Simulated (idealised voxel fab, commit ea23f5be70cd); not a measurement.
Process module in this document: voxel wiring stack
The width of the displayed cross-section, cut, is 275 nm; its cells are square, with a size of 5 nm.
Reading order for cross-sections: top band down to bottom band. Underlying form: a grid of square cells. Band size: one or more rows of cells.
Quick guide to a band line: top height, bottom height (nm) up front; then every material left to right with its width in nm. Only one material and it's marked "full width"? Then it fills the band edge to edge. And "blank" just means empty space.
A quick word on heights: they are counted from 0, and under that level the wafer as it came to us is one material throughout. The lowest band is different from the rest in having no bottom; it simply continues downward, written as in "0 down".
Width "30..40": first value at the band's top row of cells, second value at its bottom row, equal change from row to row.
For the purposes of this document, the phrase "no modification" attached to a step denotes that no cell within the cross-section was modified by that step.
Reported under the label "Closed void inventory" are the empty spaces having no open way to the top and comprising 8 cells or more; the notation for each is width x height at distance, in which the distance is measured from the left edge and all three values are in nm.
Step line, after settings: the simulator's comment on this step.
"overlay nm" on a masked step: distance the mask lay right of its planned place, negative for left.

## Listed below are the process steps as planned
- 1: RECEIVE [material Si]
- 2: CONFORMAL_DEP [material SiO2] [thk nm 15]
- 3: DIRECTIONAL_DEP [material TiN] [thk nm 5]
- 4: DIRECTIONAL_DEP [material Ru] [thk nm 15]
- 5: DIRECTIONAL_DEP [material aC] [thk nm 15]
- 6: PATTERN [tone cover] [mask id METAL_1] [material resist] [width nm 25] [pitch nm 40] [thk nm 35] [overlay nm 0]
- 7: DIRECTIONAL_ETCH [etch materials aC] [depth nm 15]
- 8: STRIP [etch materials resist]
- 9: DIRECTIONAL_ETCH [etch materials Ru] [depth nm 15]
- 10: DIRECTIONAL_ETCH [etch materials TiN] [depth nm 5]
- 11: STRIP [etch materials aC]
- 12: FILL_DEP [material lowk] [thk nm 5]
- 13: CMP [height nm 35]
- 14: CONFORMAL_DEP [material SiCN] [thk nm 5]
- 15: DIRECTIONAL_DEP [material lowk] [thk nm 15]
- 16: DIRECTIONAL_DEP [material aC] [thk nm 15]
- 17: PATTERN [tone open] [mask id PLUG_1] [material resist] [width nm 15] [pitch nm 40] [thk nm 35] [overlay nm 0]
- 18: DIRECTIONAL_ETCH [etch materials aC] [depth nm 15]
- 19: STRIP [etch materials resist]
- 20: DIRECTIONAL_ETCH [etch materials lowk] [depth nm 15]
- 21: DIRECTIONAL_ETCH [etch materials SiCN] [depth nm 5]
- 22: STRIP [etch materials aC]
- 23: EPI [material Ru] [thk nm 10]
- 24: EPI [material Ru] [thk nm 10]
- 25: CONFORMAL_DEP [material SiN] [thk nm 5]
- 26: DIRECTIONAL_DEP [material SiO2] [thk nm 15]
- 27: MASKED_ETCH [tone open] [mask id METAL_2] [width nm 25] [pitch nm 40] [etch materials SiO2] [depth nm 15] [overlay nm 0]
- 28: MASKED_ETCH [tone open] [mask id METAL_2] [width nm 25] [pitch nm 40] [etch materials SiN] [depth nm 5] [overlay nm 0]
- 29: CONFORMAL_DEP [material TiN] [thk nm 5]
- 30: FILL_DEP [material Cu] [thk nm 5]
- 31: CMP [height nm 75]
- 32: EPI [material Ru] [thk nm 5]
- 33: FILL_DEP [material SiCN] [thk nm 5]
- 34: DIRECTIONAL_DEP [material SiO2] [thk nm 35]
- 35: MASKED_ETCH [tone open] [mask id METAL_3] [width nm 25] [pitch nm 40] [etch materials SiO2] [depth nm 20] [overlay nm 0]
- 36: DIRECTIONAL_DEP [material aC] [thk nm 10]
- 37: PATTERN [tone open] [mask id METAL_3_HOLES] [material resist] [width nm 15] [pitch nm 80] [thk nm 30] [overlay nm 0]
- 38: DIRECTIONAL_ETCH [etch materials aC] [depth nm 10]
- 39: STRIP [etch materials resist]
- 40: DIRECTIONAL_ETCH [etch materials SiO2] [depth nm 15]
- 41: DIRECTIONAL_ETCH [etch materials SiCN] [depth nm 5]
- 42: STRIP [etch materials aC]
- 43: CONFORMAL_DEP [material TiN] [thk nm 5]
- 44: FILL_DEP [material Cu] [thk nm 5]
- 45: CMP [height nm 120]
- 46: CONFORMAL_DEP [material SiN] [thk nm 5]

## Here's what the wafer looked like in cross-section when it arrived - that's after step 1
> 0 down  Si full width
> Closed void inventory: none

## The following cross-section depicts the wafer upon conclusion of the module. Processing commenced from the starting condition illustrated above and adhered to the plan illustrated above, save for one mistake in execution
> 125 to 120  SiN full width
> 120 to 105  SiO2=65, TiN=5, Cu=15, TiN=5, SiO2=15, TiN=5, Cu=15, TiN=5, SiO2=15, TiN=5, Cu=15, TiN=5, SiO2=15, TiN=5, Cu=15, TiN=5, SiO2=65
> 105 to 100  SiO2=65, TiN=5, Cu=5, TiN=15, SiO2=15, TiN=25, SiO2=15, TiN=5, Cu=5, TiN=15, SiO2=15, TiN=25, SiO2=65
> 100 to 85  SiO2=65, TiN=5, Cu=5, TiN=5, SiO2=65, TiN=5, Cu=5, TiN=5, SiO2=115
> 85 to 80  SiCN=65, TiN=15, SiCN=65, TiN=15, SiCN=115
> 80 to 75  SiCN=60, Ru=35, SiCN=5, Ru=35, SiCN=5, Ru=35, SiCN=5, Ru=35, SiCN=60
> 75 to 60  SiO2=65, TiN=5, Cu=15, TiN=5, SiO2=15, TiN=5, Cu=15, TiN=5, SiO2=15, TiN=5, Cu=15, TiN=5, SiO2=15, TiN=5, Cu=15, TiN=5, SiO2=65
> 60 to 55  SiN=65, TiN=25, SiN=15, TiN=25, SiN=15, TiN=25, SiN=15, TiN=25, SiN=65
> 55 to 40  lowk=65, Ru=15, lowk=25, Ru=15, lowk=25, Ru=15, lowk=25, Ru=15, lowk=75
> 40 to 35  SiCN=65, Ru=15, SiCN=25, Ru=15, SiCN=25, Ru=15, SiCN=25, Ru=15, SiCN=75
> 35 to 20  lowk=55, Ru=25, lowk=15, Ru=25, lowk=15, Ru=25, lowk=15, Ru=25, lowk=75
> 20 to 15  lowk=55, TiN=25, lowk=15, TiN=25, lowk=15, TiN=25, lowk=15, TiN=25, lowk=75
> 15 to 0  SiO2 full width
> 0 down  Si full width
> Closed void inventory: none
It is concluded that the wafer was processed incorrectly with respect to the plan, in that in deviation from the planned setting, step 6 was conducted as PATTERN [tone cover] [mask id METAL_1] [material resist] [width nm 25] [pitch nm 40] [thk nm 35] [overlay nm -10]
